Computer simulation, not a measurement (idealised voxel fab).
Module name: voxel self aligned contacts (process module)
This is section cut - it's 285 nm across, gridded in 5 nm square cells.
How to read a cross-section here: the picture is a grid of square cells, written as bands going from the top down, and any band can span one or more rows of cells.
For a band, the entry starts with two heights in nm, that of the top and then that of the bottom, and carries on with the band's materials in order from left to right, each alongside its width in nm; the word "full width" beside a single material means it fills the band edge to edge, and "air" means empty space.
Heights are measured from 0, the level below which the as-received wafer is all one material; the lowest band has no bottom and continues downward, written as in "0 down".
Width: "30..40" (first number = top row, second number = bottom row, same change from row to row of cells).
A step reported as "everything unchanged" is a step in which no cell of the cross-section changed.
Empty spaces counting at least 8 cells and having no open way to the top are listed in "Closed internal voids". The notation width x height at distance is used for each, the distance being from the left edge and all three values in nm.
Whatever follows a step's settings on its line is a remark the simulator itself makes about that step.
For masked steps, "overlay nm" on the step line gives how far right of plan the mask actually lay; a minus sign means it lay to the left.
Process steps (planned):
1. RECEIVE with material Si
2. CONFORMAL_DEP with material SiO2, thk nm 5
3. DIRECTIONAL_DEP with material polySi, thk nm 25
4. DIRECTIONAL_DEP with material SiN, thk nm 15
5. DIRECTIONAL_DEP with material aC, thk nm 15
6. PATTERN with tone cover, mask id GATE, material resist, width nm 35, pitch nm 60, thk nm 30, overlay nm 0
7. DIRECTIONAL_ETCH with etch materials aC, depth nm 15
8. STRIP with etch materials resist
9. DIRECTIONAL_ETCH with etch materials SiN, depth nm 15
10. DIRECTIONAL_ETCH with etch materials polySi, depth nm 25
11. STRIP with etch materials aC
12. CONFORMAL_DEP with material SiN, thk nm 5
13. DIRECTIONAL_ETCH with etch materials SiN, depth nm 5
14. FILL_DEP with material SiO2, thk nm 15
15. CMP with height nm 55
16. DIRECTIONAL_DEP with material aC, thk nm 15
17. PATTERN with tone open, mask id CONTACT, material resist, width nm 45, pitch nm 60, thk nm 35, overlay nm -15
18. DIRECTIONAL_ETCH with etch materials aC, depth nm 15
19. STRIP with etch materials resist
20. DIRECTIONAL_ETCH with etch materials SiO2, depth nm 55
21. STRIP with etch materials aC
22. CONFORMAL_DEP with material TiN, thk nm 5
23. FILL_DEP with material Ru, thk nm 5
24. CMP with height nm 55
25. CONFORMAL_DEP with material SiCN, thk nm 5
The wafers in this document start out alike and differ in the overlay nm applied at step 17; the plan shows the value used for the first wafer.
Sectional view: first of several wafers, as received, after step 1:
	0 down = Si full width
	Closed internal voids: none
Cross-section of the first of several wafers, taken after step 25, where the module ends:
	60 to 55 = SiCN full width
	55 to 45 = SiO2 (75)  TiN (5..35)  Ru (35..5)  TiN (5)  SiO2 (15)  TiN (5..35)  Ru (35..5)  TiN (5)  SiO2 (105)
	45 to 30 = SiO2 (60)  SiN (45)  TiN (5)  Ru (5)  TiN (5)  SiN (45)  TiN (5)  Ru (5)  TiN (5)  SiN (45)  SiO2 (60)
	30 to 5 = SiO2 (60)  SiN (5)  polySi (35)  SiN (5)  TiN (5)  Ru (5)  TiN (5)  SiN (5)  polySi (35)  SiN (5)  TiN (5)  Ru (5)  TiN (5)  SiN (5)  polySi (35)  SiN (5)  SiO2 (60)
	5 to 0 = SiO2 (105)  TiN (15)  SiO2 (45)  TiN (15)  SiO2 (105)
	0 down = Si full width
	Closed internal voids: none
The module's end: a cross-section of the last wafer:
	60 to 55 = SiCN full width
	55 to 45 = SiO2 (105)  TiN (5)  Ru (35..5)  TiN (5..35)  SiO2 (15)  TiN (5)  Ru (35..5)  TiN (5..35)  SiO2 (75)
	45 to 30 = SiO2 (60)  SiN (45)  TiN (5)  Ru (5)  TiN (5)  SiN (45)  TiN (5)  Ru (5)  TiN (5)  SiN (45)  SiO2 (60)
	30 to 5 = SiO2 (60)  SiN (5)  polySi (35)  SiN (5)  TiN (5)  Ru (5)  TiN (5)  SiN (5)  polySi (35)  SiN (5)  TiN (5)  Ru (5)  TiN (5)  SiN (5)  polySi (35)  SiN (5)  SiO2 (60)
	5 to 0 = SiO2 (105)  TiN (15)  SiO2 (45)  TiN (15)  SiO2 (105)
	0 down = Si full width
	Closed internal voids: none
Every row in this table is a wafer at the end of the module, and it gives, for each of the materials, the cells that wafer has gained (+) or lost (-) since it was received, then its closed voids:
overlay nm -15; +32 Ru; +57 SiCN; +111 SiN; +321 SiO2; +58 TiN; +105 polySi; Closed internal voids: none
overlay nm -10; +32 Ru; +57 SiCN; +111 SiN; +321 SiO2; +58 TiN; +105 polySi; Closed internal voids: none
overlay nm -5; +32 Ru; +57 SiCN; +111 SiN; +321 SiO2; +58 TiN; +105 polySi; Closed internal voids: none
overlay nm 0; +32 Ru; +57 SiCN; +111 SiN; +321 SiO2; +58 TiN; +105 polySi; Closed internal voids: none
overlay nm 5; +32 Ru; +57 SiCN; +111 SiN; +321 SiO2; +58 TiN; +105 polySi; Closed internal voids: none
overlay nm 10; +32 Ru; +57 SiCN; +111 SiN; +321 SiO2; +58 TiN; +105 polySi; Closed internal voids: none
overlay nm 15; +32 Ru; +57 SiCN; +111 SiN; +321 SiO2; +58 TiN; +105 polySi; Closed internal voids: none
